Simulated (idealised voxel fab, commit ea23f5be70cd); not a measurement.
This section sets out a process module, namely voxel wiring stack.
The cross-section on display is named cut; it measures 210 nm wide, and its cells are 5 nm squares.
Cross-section, as written here: a square-cell grid given band by band from the top down, where a band holds one or more rows of cells. Band: top height; bottom height; in nm. Then, left to right: material with width in nm, for each material. "everywhere": a single material spanning edge to edge. "air": empty space. Ref level 0: as-received wafer is one material below here. Bottom band extends down with no lower bound ("top 0, no bottom"). A width such as "30->40" changes by the same amount from each row of cells to the next, from the band's top row to its bottom row. Any step labelled "changes: none" changed none of the cells in the cross-section. In the "Closed voids list" entry, you get each enclosed empty space of 8 cells or more, one with no open way to the top, written width x height at distance, distance from the left edge, in nm. Anything after a step's settings on that line? It's the simulator's own note about the step. A step's line can hold "overlay nm"; with a mask on that step, the setting says how far right of the planned place the mask lay, while a negative setting says it lay to the left.
Process steps foreseen in the plan:
| 1 | RECEIVE, material Si |
| 2 | CONFORMAL_DEP, material SiO2, thk nm 10 |
| 3 | CONFORMAL_DEP, material SiCN, thk nm 5 |
| 4 | DIRECTIONAL_DEP, material SiO2, thk nm 25 |
| 5 | MASKED_ETCH, tone open, mask id METAL_1, width nm 30, pitch nm 45, etch materials SiO2, depth nm 25, overlay nm 0 |
| 6 | MASKED_ETCH, tone open, mask id METAL_1, width nm 30, pitch nm 45, etch materials SiCN, depth nm 5, overlay nm 0 |
| 7 | CONFORMAL_DEP, material TiN, thk nm 5 |
| 8 | FILL_DEP, material W, thk nm 10 |
| 9 | CMP, height nm 40 |
| 10 | EPI, material Ru, thk nm 5 |
| 11 | FILL_DEP, material SiCN, thk nm 5 |
| 12 | DIRECTIONAL_DEP, material SiO2, thk nm 35 |
| 13 | DIRECTIONAL_DEP, material aC, thk nm 15 |
| 14 | PATTERN, tone open, mask id METAL_2_HOLES, material resist, width nm 15, pitch nm 45, thk nm 30, overlay nm 0 |
| 15 | DIRECTIONAL_ETCH, etch materials aC, depth nm 15 |
| 16 | STRIP, etch materials resist |
| 17 | DIRECTIONAL_ETCH, etch materials SiO2, depth nm 35 |
| 18 | STRIP, etch materials aC |
| 19 | PATTERN, tone open, mask id METAL_2, material resist, width nm 30, pitch nm 45, thk nm 20, overlay nm 0 |
| 20 | DIRECTIONAL_ETCH, etch materials SiO2, depth nm 20 |
| 21 | DIRECTIONAL_ETCH, etch materials SiCN, depth nm 5 |
| 22 | STRIP, etch materials resist |
| 23 | CONFORMAL_DEP, material TiN, thk nm 5 |
| 24 | FILL_DEP, material Cu, thk nm 10 |
| 25 | CMP, height nm 85 |
| 26 | CONFORMAL_DEP, material SiCN, thk nm 5 |
So this is the incoming wafer in cross-section - it's already been through step 1:
  top 0, no bottom: Si everywhere
  Closed voids list: none
Final wafer profile in cross-section after the module, from the same start and plan as above, with one mistake made during processing:
  top 90, bottom 85: SiCN everywhere
  top 85, bottom 70: SiO2 65 nm / TiN 5 nm / Cu 20 nm / TiN 5 nm / SiO2 15 nm / TiN 5 nm / Cu 20 nm / TiN 5 nm / SiO2 70 nm
  top 70, bottom 65: SiO2 65 nm / TiN 5 nm / Cu 5 nm / TiN 20 nm / SiO2 15 nm / TiN 5 nm / Cu 5 nm / TiN 20 nm / SiO2 70 nm
  top 65, bottom 55: SiO2 65 nm / TiN 5 nm / Cu 5 nm / TiN 5 nm / SiO2 30 nm / TiN 5 nm / Cu 5 nm / TiN 5 nm / SiO2 85 nm
  top 55, bottom 50: SiO2 65 nm / TiN 15 nm / SiO2 30 nm / TiN 15 nm / SiO2 85 nm
  top 50, bottom 45: SiCN 70 nm / TiN 10 nm / SiCN 35 nm / TiN 10 nm / SiCN 85 nm
  top 45, bottom 40: SiCN 60 nm / Ru 40 nm / SiCN 5 nm / Ru 40 nm / SiCN 65 nm
  top 40, bottom 15: SiO2 65 nm / TiN 5 nm / W 20 nm / TiN 5 nm / SiO2 15 nm / TiN 5 nm / W 20 nm / TiN 5 nm / SiO2 70 nm
  top 15, bottom 10: SiCN 65 nm / TiN 30 nm / SiCN 15 nm / TiN 30 nm / SiCN 70 nm
  top 10, bottom 0: SiO2 everywhere
  top 0, no bottom: Si everywhere
  Closed voids list: none
Nonconformance to the process plan: rather than as planned, step 19 actually ran as PATTERN, tone open, mask id METAL_2, material resist, width nm 25, pitch nm 45, thk nm 20, overlay nm 0
